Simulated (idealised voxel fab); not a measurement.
The following process module bears the name voxel transistor to metal.
Square cells of 5 nm make up the cross-section cut, whose width is 300 nm.
Cross-section layout: square cells on a grid; listed as bands, top to bottom; a band spans one or more cell rows. The band entry comprises the height of the band's top followed by the height of its bottom, expressed in nm, and subsequently the band's materials from left to right, each stated together with its width in nm. Where a single material is marked with the word "all across", that material fills the band from edge to edge. The word "air" represents empty space. The reference from which all heights are counted is 0, the level beneath which the as-received wafer is entirely one material; the lowest band, having no lower bound, proceeds downward and is written after the example "0 nm and below". Width: "30->40" (first number = top row, second number = bottom row, same change from row to row of cells). "all unchanged" means the step left every cell of the cross-section as it was. "Closed cavities": empty spaces of 8 cells or more with no open way to the top, each given as width x height at distance, distance from the left edge, all in nm. Where a step's line continues beyond its settings, the continuation is a remark by the simulator itself on that step. If you see "overlay nm" on a step's line and that step has a mask, it's telling you how far right of where it was planned the mask ended up; a negative number means it went left instead.
**List of planned process steps**
| 1 | RECEIVE: material Si |
| 2 | CONFORMAL_DEP: material SiO2, thk nm 5 |
| 3 | CONFORMAL_DEP: material SiN, thk nm 15 |
| 4 | PATTERN: tone cover, mask id ACTIVE, material resist, width nm 100, pitch nm 125, thk nm 15, overlay nm 0 |
| 5 | DIRECTIONAL_ETCH: etch materials SiN, depth nm 15 |
| 6 | DIRECTIONAL_ETCH: etch materials SiO2, depth nm 5 |
| 7 | DIRECTIONAL_ETCH: etch materials Si, depth nm 20 |
| 8 | STRIP: etch materials resist |
| 9 | FILL_DEP: material SiO2, thk nm 10 |
| 10 | CMP: height nm 20 |
| 11 | SELECTIVE_ETCH: etch materials SiO2, depth nm 15 |
| 12 | STRIP: etch materials SiN |
| 13 | SELECTIVE_ETCH: etch materials SiO2, depth nm 5 |
| 14 | OXIDIZE: depth nm 5 |
| 15 | DIRECTIONAL_DEP: material polySi, thk nm 30 |
| 16 | DIRECTIONAL_DEP: material SiCN, thk nm 10 |
| 17 | PATTERN: tone cover, mask id GATE, material resist, width nm 20, pitch nm 125, thk nm 20, overlay nm 0 |
| 18 | DIRECTIONAL_ETCH: etch materials SiCN, depth nm 20 |
| 19 | DIRECTIONAL_ETCH: etch materials polySi, depth nm 40 |
| 20 | STRIP: etch materials resist |
| 21 | CONFORMAL_DEP: material SiO2, thk nm 5 |
| 22 | DIRECTIONAL_ETCH: etch materials SiO2, depth nm 5 |
| 23 | CONFORMAL_DEP: material SiN, thk nm 5 |
| 24 | DIRECTIONAL_ETCH: etch materials SiN, depth nm 5 |
| 25 | DIRECTIONAL_ETCH: etch materials SiO2, depth nm 5 |
| 26 | DIRECTIONAL_ETCH: etch materials Si, depth nm 10 |
| 27 | EPI: material pSi, thk nm 15 |
| 28 | FILL_DEP: material SiO2, thk nm 10 |
| 29 | CMP: height nm 40 |
| 30 | DIRECTIONAL_DEP: material SiO2, thk nm 5 |
| 31 | PATTERN: tone open, mask id CONTACT, material resist, width nm 30, thk nm 20, overlay nm 0 |
| 32 | DIRECTIONAL_ETCH: etch materials SiO2, depth nm 50 |
| 33 | STRIP: etch materials resist |
| 34 | CONFORMAL_DEP: material TiN, thk nm 5 |
| 35 | FILL_DEP: material Ru, thk nm 5 |
| 36 | CMP: height nm 50 |
| 37 | DIRECTIONAL_DEP: material TiN, thk nm 5 |
| 38 | DIRECTIONAL_DEP: material W, thk nm 25 |
| 39 | DIRECTIONAL_DEP: material aC, thk nm 10 |
| 40 | PATTERN: tone cover, mask id METAL_1, material resist, width nm 15, thk nm 30, overlay nm 0 |
| 41 | DIRECTIONAL_ETCH: etch materials aC, depth nm 10 |
| 42 | STRIP: etch materials resist |
| 43 | DIRECTIONAL_ETCH: etch materials W, depth nm 25 |
| 44 | DIRECTIONAL_ETCH: etch materials TiN, depth nm 5 |
| 45 | STRIP: etch materials aC |
| 46 | CONFORMAL_DEP: material SiCN, thk nm 5 |
| 47 | FILL_DEP: material SiO2, thk nm 10 |
| 48 | CMP: height nm 80 |
| 49 | CONFORMAL_DEP: material SiCN, thk nm 5 |
What sets these wafers apart? The thk nm at step 30. They all start alike, and the plan carries the first wafer's value.
**First of several wafers, received after step 1, in cross-section**
> 0 nm and below | Si all across
> Closed cavities: none
**Cross-section after step 49, the final step of the module, for the first of several wafers**
> 85 nm to 80 nm | SiCN all across
> 80 nm to 55 nm | 35 SiO2  5 SiCN  15 W  5 SiCN  50 SiO2  5 SiCN  15 W  5 SiCN  25 SiO2  5 SiCN  15 W  5 SiCN  50 SiO2  5 SiCN  15 W  5 SiCN  40 SiO2
> 55 nm to 50 nm | 40 SiCN  15 TiN  60 SiCN  15 TiN  35 SiCN  15 TiN  60 SiCN  15 TiN  45 SiCN
> 50 nm to 45 nm | 45 TiN  20 Ru  40 TiN  20 Ru  45 TiN  20 Ru  40 TiN  20 Ru  50 TiN
> 45 nm to 40 nm | 40 SiO2  5 TiN  15 Ru  10 TiN  30 SiO2  10 TiN  15 Ru  5 TiN  35 SiO2  5 TiN  15 Ru  10 TiN  30 SiO2  10 TiN  15 Ru  5 TiN  45 SiO2
> 40 nm to 30 nm | 40 SiO2  5 TiN  15 Ru  5 TiN  5 SiN  5 SiO2  20 SiCN  5 SiO2  5 SiN  5 TiN  15 Ru  5 TiN  35 SiO2  5 TiN  15 Ru  5 TiN  5 SiN  5 SiO2  20 SiCN  5 SiO2  5 SiN  5 TiN  15 Ru  5 TiN  45 SiO2
> 30 nm to 15 nm | 40 SiO2  5 TiN  15 Ru  5 TiN  5 SiN  5 SiO2  20 polySi  5 SiO2  5 SiN  5 TiN  15 Ru  5 TiN  35 SiO2  5 TiN  15 Ru  5 TiN  5 SiN  5 SiO2  20 polySi  5 SiO2  5 SiN  5 TiN  15 Ru  5 TiN  45 SiO2
> 15 nm to 10 nm | 40 SiO2  25 TiN  5 SiN  5 SiO2  20 polySi  5 SiO2  5 SiN  25 TiN  35 SiO2  25 TiN  5 SiN  5 SiO2  20 polySi  5 SiO2  5 SiN  25 TiN  45 SiO2
> 10 nm to 0 nm | 40 SiO2  10 TiN  15 pSi  5 SiN  5 SiO2  20 polySi  5 SiO2  5 SiN  15 pSi  10 TiN  35 SiO2  10 TiN  15 pSi  5 SiN  5 SiO2  20 polySi  5 SiO2  5 SiN  15 pSi  10 TiN  45 SiO2
> 0 nm to -5 nm | 30 SiO2  35 pSi  40 SiO2  35 pSi  15 SiO2  35 pSi  40 SiO2  35 pSi  35 SiO2
> -5 nm to -15 nm | 35 SiO2  30 pSi  40 Si  30 pSi  25 SiO2  30 pSi  40 Si  30 pSi  40 SiO2
> -15 nm to -20 nm | 35 SiO2  100 Si  25 SiO2  100 Si  40 SiO2
> -20 nm and below | Si all across
> Closed cavities: none
**last wafer at the end**
> 85 nm to 80 nm | SiCN all across
> 80 nm to 55 nm | 35 SiO2  5 SiCN  15 W  5 SiCN  50 SiO2  5 SiCN  15 W  5 SiCN  25 SiO2  5 SiCN  15 W  5 SiCN  50 SiO2  5 SiCN  15 W  5 SiCN  40 SiO2
> 55 nm to 50 nm | 40 SiCN  15 TiN  60 SiCN  15 TiN  35 SiCN  15 TiN  60 SiCN  15 TiN  45 SiCN
> 50 nm to 40 nm | 40 SiO2  5 TiN  20->15 Ru  5->10 TiN  30 SiO2  5->10 TiN  20->15 Ru  5 TiN  35 SiO2  5 TiN  20->15 Ru  5->10 TiN  30 SiO2  5->10 TiN  20->15 Ru  5 TiN  45 SiO2
> 40 nm to 30 nm | 40 SiO2  5 TiN  15 Ru  5 TiN  5 SiN  5 SiO2  20 SiCN  5 SiO2  5 SiN  5 TiN  15 Ru  5 TiN  35 SiO2  5 TiN  15 Ru  5 TiN  5 SiN  5 SiO2  20 SiCN  5 SiO2  5 SiN  5 TiN  15 Ru  5 TiN  45 SiO2
> 30 nm to 20 nm | 40 SiO2  5 TiN  15 Ru  5 TiN  5 SiN  5 SiO2  20 polySi  5 SiO2  5 SiN  5 TiN  15 Ru  5 TiN  35 SiO2  5 TiN  15 Ru  5 TiN  5 SiN  5 SiO2  20 polySi  5 SiO2  5 SiN  5 TiN  15 Ru  5 TiN  45 SiO2
> 20 nm to 15 nm | 40 SiO2  25 TiN  5 SiN  5 SiO2  20 polySi  5 SiO2  5 SiN  25 TiN  35 SiO2  25 TiN  5 SiN  5 SiO2  20 polySi  5 SiO2  5 SiN  25 TiN  45 SiO2
> 15 nm to 10 nm | 65 SiO2  5 SiN  5 SiO2  20 polySi  5 SiO2  5 SiN  85 SiO2  5 SiN  5 SiO2  20 polySi  5 SiO2  5 SiN  70 SiO2
> 10 nm to 0 nm | 50 SiO2  15 pSi  5 SiN  5 SiO2  20 polySi  5 SiO2  5 SiN  15 pSi  55 SiO2  15 pSi  5 SiN  5 SiO2  20 polySi  5 SiO2  5 SiN  15 pSi  55 SiO2
> 0 nm to -5 nm | 30 SiO2  35 pSi  40 SiO2  35 pSi  15 SiO2  35 pSi  40 SiO2  35 pSi  35 SiO2
> -5 nm to -15 nm | 35 SiO2  30 pSi  40 Si  30 pSi  25 SiO2  30 pSi  40 Si  30 pSi  40 SiO2
> -15 nm to -20 nm | 35 SiO2  100 Si  25 SiO2  100 Si  40 SiO2
> -20 nm and below | Si all across
> Closed cavities: none
**So in this table every wafer gets its own row, and what you see is where it stands at the end of the module: for each material, how many cells it picked up (+) or gave up (-) since we received it, and after that its closed voids**
thk nm 5 | +88 Ru | -168 Si | +164 SiCN | +32 SiN | +552 SiO2 | +144 TiN | +60 W | +100 pSi | +48 polySi | Closed cavities: none
thk nm 10 | +88 Ru | -168 Si | +164 SiCN | +32 SiN | +588 SiO2 | +108 TiN | +60 W | +100 pSi | +48 polySi | Closed cavities: none
thk nm 15 | +88 Ru | -168 Si | +164 SiCN | +32 SiN | +596 SiO2 | +100 TiN | +60 W | +100 pSi | +48 polySi | Closed cavities: none
thk nm 20 | +88 Ru | -168 Si | +164 SiCN | +32 SiN | +604 SiO2 | +92 TiN | +60 W | +100 pSi | +48 polySi | Closed cavities: none
thk nm 25 | +76 Ru | -168 Si | +164 SiCN | +32 SiN | +624 SiO2 | +84 TiN | +60 W | +100 pSi | +48 polySi | Closed cavities: none
